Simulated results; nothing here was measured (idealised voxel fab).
Process module, titled voxel transistor to metal
Displayed cross-section: cut, width of 185 nm, square cells sized 5 nm.
Heads up, the way a cross-section reads in here is a grid of square cells, handed over as bands from the top down, with every band being one or more rows of cells. Band: top and bottom heights (nm) first, top before bottom; then materials from left to right, widths in nm. "throughout" marks a sole material filling the band edge to edge. "blank" denotes empty space. Where do heights start? At 0: under that level the wafer as delivered is made of one material only. And the lowest band has no floor; it just carries on downward, as in "0..down". With a width like "30..40", each row of cells in the band differs from the next by the same amount, the top row carrying the first number and the bottom row the second. You'll sometimes find "nothing changed" written for a step, and that's the way of saying that nowhere in the cross-section did a cell change during that step. Empty spaces without an open route to the top, at least 8 cells in extent, make up the entry "Non-vented voids"; each is given as width x height at distance, where the distance is measured from the left edge, and all are in nm. Past the settings on a step's line: simulator remark, on that step. A step line may carry the setting "overlay nm", which, for steps involving a mask, states the distance by which the mask lay to the right of its intended position; negative values denote displacement to the left.

**The planned process steps are enumerated hereunder**
1. op RECEIVE | material Si
2. op OXIDIZE | depth nm 5
3. op CONFORMAL_DEP | material SiN | thk nm 10
4. op DIRECTIONAL_DEP | material aC | thk nm 10
5. op PATTERN | tone cover | mask id ACTIVE | material resist | width nm 95 | thk nm 30 | overlay nm 0
6. op DIRECTIONAL_ETCH | etch materials aC | depth nm 10
7. op STRIP | etch materials resist
8. op DIRECTIONAL_ETCH | etch materials SiN | depth nm 10
9. op DIRECTIONAL_ETCH | etch materials SiO2 | depth nm 5
10. op DIRECTIONAL_ETCH | etch materials Si | depth nm 25
11. op STRIP | etch materials aC
12. op FILL_DEP | material SiO2 | thk nm 10
13. op CMP | height nm 10
14. op SELECTIVE_ETCH | etch materials SiO2 | depth nm 5
15. op STRIP | etch materials SiN
16. op SELECTIVE_ETCH | etch materials SiO2 | depth nm 5
17. op OXIDIZE | depth nm 5
18. op DIRECTIONAL_DEP | material polySi | thk nm 20
19. op DIRECTIONAL_DEP | material SiCN | thk nm 15
20. op DIRECTIONAL_DEP | material aC | thk nm 10
21. op PATTERN | tone cover | mask id GATE | material resist | width nm 25 | thk nm 30 | overlay nm 0
22. op DIRECTIONAL_ETCH | etch materials aC | depth nm 10
23. op STRIP | etch materials resist
24. op DIRECTIONAL_ETCH | etch materials SiCN | depth nm 25
25. op DIRECTIONAL_ETCH | etch materials polySi | depth nm 30
26. op STRIP | etch materials aC
27. op CONFORMAL_DEP | material SiN | thk nm 10
28. op DIRECTIONAL_ETCH | etch materials SiN | depth nm 10
29. op DIRECTIONAL_ETCH | etch materials SiO2 | depth nm 5
30. op EPI | material nSi | thk nm 5
31. op FILL_DEP | material SiO2 | thk nm 5
32. op CMP | height nm 15
33. op STRIP | etch materials polySi
34. op SELECTIVE_ETCH | etch materials SiO2 | depth nm 5
35. op CONFORMAL_DEP | material HfO2 | thk nm 5
36. op CONFORMAL_DEP | material TiN | thk nm 5
37. op FILL_DEP | material W | thk nm 10
38. op CMP | height nm 10
39. op DIRECTIONAL_DEP | material SiO2 | thk nm 15
40. op DIRECTIONAL_DEP | material aC | thk nm 10
41. op PATTERN | tone open | mask id CONTACT | material resist | width nm 15 | pitch nm 70 | thk nm 30 | overlay nm 0
42. op DIRECTIONAL_ETCH | etch materials aC | depth nm 10
43. op STRIP | etch materials resist
44. op DIRECTIONAL_ETCH | etch materials SiO2 | depth nm 30
45. op STRIP | etch materials aC
46. op CONFORMAL_DEP | material TiN | thk nm 5
47. op FILL_DEP | material W | thk nm 5
48. op CMP | height nm 25
49. op DIRECTIONAL_DEP | material TiN | thk nm 5
50. op DIRECTIONAL_DEP | material W | thk nm 15
51. op DIRECTIONAL_DEP | material aC | thk nm 15
52. op PATTERN | tone cover | mask id METAL_1 | material resist | width nm 15 | pitch nm 70 | thk nm 35 | overlay nm 0
53. op DIRECTIONAL_ETCH | etch materials aC | depth nm 15
54. op STRIP | etch materials resist
55. op DIRECTIONAL_ETCH | etch materials W | depth nm 15
56. op DIRECTIONAL_ETCH | etch materials TiN | depth nm 5
57. op STRIP | etch materials aC
58. op FILL_DEP | material lowk | thk nm 10
59. op CMP | height nm 45
60. op CONFORMAL_DEP | material SiCN | thk nm 5
61. op DIRECTIONAL_DEP | material SiO2 | thk nm 35
62. op PATTERN | tone open | mask id METAL_2 | material resist | width nm 15 | pitch nm 70 | thk nm 20 | overlay nm 0
63. op DIRECTIONAL_ETCH | etch materials SiO2 | depth nm 20
64. op STRIP | etch materials resist
65. op MASKED_ETCH | tone open | mask id METAL_2_HOLES | width nm 15 | pitch nm 70 | etch materials SiO2 | depth nm 15 | overlay nm 0
66. op MASKED_ETCH | tone open | mask id METAL_2_HOLES | width nm 15 | pitch nm 70 | etch materials SiCN | depth nm 5 | overlay nm 0
67. op CONFORMAL_DEP | material TiN | thk nm 5
68. op FILL_DEP | material Cu | thk nm 10
69. op CMP | height nm 85
70. op CONFORMAL_DEP | material SiCN | thk nm 5

**Received-state cross-section, reflecting completion of step 1**
  0..down  Si throughout
  Non-vented voids: none

**First of two wafers at the end of the module, shown in cross-section; run carried out as planned**
  90..85  SiCN throughout
  85..50  SiO2 (50), then TiN (5), then Cu (5), then TiN (5), then SiO2 (55), then TiN (5), then Cu (5), then TiN (5), then SiO2 (50)
  50..45  SiCN (50), then TiN (15), then SiCN (55), then TiN (15), then SiCN (50)
  45..30  lowk (50), then W (15), then lowk (55), then W (15), then lowk (50)
  30..25  lowk (50), then TiN (15), then lowk (55), then TiN (15), then lowk (50)
  25..10  SiO2 (50), then TiN (5), then W (5), then TiN (5), then SiO2 (55), then TiN (5), then W (5), then TiN (5), then SiO2 (50)
  10..0  SiO2 (50), then TiN (5), then W (5), then TiN (5), then SiO2 (5), then SiN (10), then HfO2 (5), then TiN (5), then W (5), then TiN (5), then HfO2 (5), then SiN (10), then SiO2 (5), then TiN (5), then W (5), then TiN (5), then SiO2 (50)
  0..-5  SiO2 (40), then SiN (10), then TiN (15), then SiO2 (5), then SiN (10), then HfO2 (5), then TiN (15), then HfO2 (5), then SiN (10), then SiO2 (5), then TiN (15), then SiN (10), then SiO2 (40)
  -5..-10  SiO2 (50), then nSi (20), then SiO2 (5), then HfO2 (35), then SiO2 (5), then nSi (20), then SiO2 (50)
  -10..-30  SiO2 (45), then Si (95), then SiO2 (45)
  -30..down  Si throughout
  Non-vented voids: none

**Same start, same plan as the first wafer - but one mistake in the run. Cross-section of the second of the two at the end of the module**
  90..85  SiCN throughout
  85..75  Cu throughout
  75..70  TiN (55), then Cu (5), then TiN (65), then Cu (5), then TiN (55)
  70..65  SiO2 (50), then TiN (15), then SiO2 (55), then TiN (15), then SiO2 (50)
  65..50  SiO2 throughout
  50..45  SiCN throughout
  45..30  lowk (50), then W (15), then lowk (55), then W (15), then lowk (50)
  30..25  lowk (50), then TiN (15), then lowk (55), then TiN (15), then lowk (50)
  25..10  SiO2 (50), then TiN (5), then W (5), then TiN (5), then SiO2 (55), then TiN (5), then W (5), then TiN (5), then SiO2 (50)
  10..0  SiO2 (50), then TiN (5), then W (5), then TiN (5), then SiO2 (5), then SiN (10), then HfO2 (5), then TiN (5), then W (5), then TiN (5), then HfO2 (5), then SiN (10), then SiO2 (5), then TiN (5), then W (5), then TiN (5), then SiO2 (50)
  0..-5  SiO2 (40), then SiN (10), then TiN (15), then SiO2 (5), then SiN (10), then HfO2 (5), then TiN (15), then HfO2 (5), then SiN (10), then SiO2 (5), then TiN (15), then SiN (10), then SiO2 (40)
  -5..-10  SiO2 (50), then nSi (20), then SiO2 (5), then HfO2 (35), then SiO2 (5), then nSi (20), then SiO2 (50)
  -10..-30  SiO2 (45), then Si (95), then SiO2 (45)
  -30..down  Si throughout
  Non-vented voids: none
The mistake made against the process plan was this: step 65 off recipe, ran as op MASKED_ETCH | tone cover | mask id METAL_2_HOLES | width nm 15 | pitch nm 70 | etch materials SiO2 | depth nm 15 | overlay nm 0
In the final state, the cell counts of the second wafer exceed or fall short of those of the first for the following materials: +62 Cu | +6 SiCN | -75 SiO2 | +7 TiN
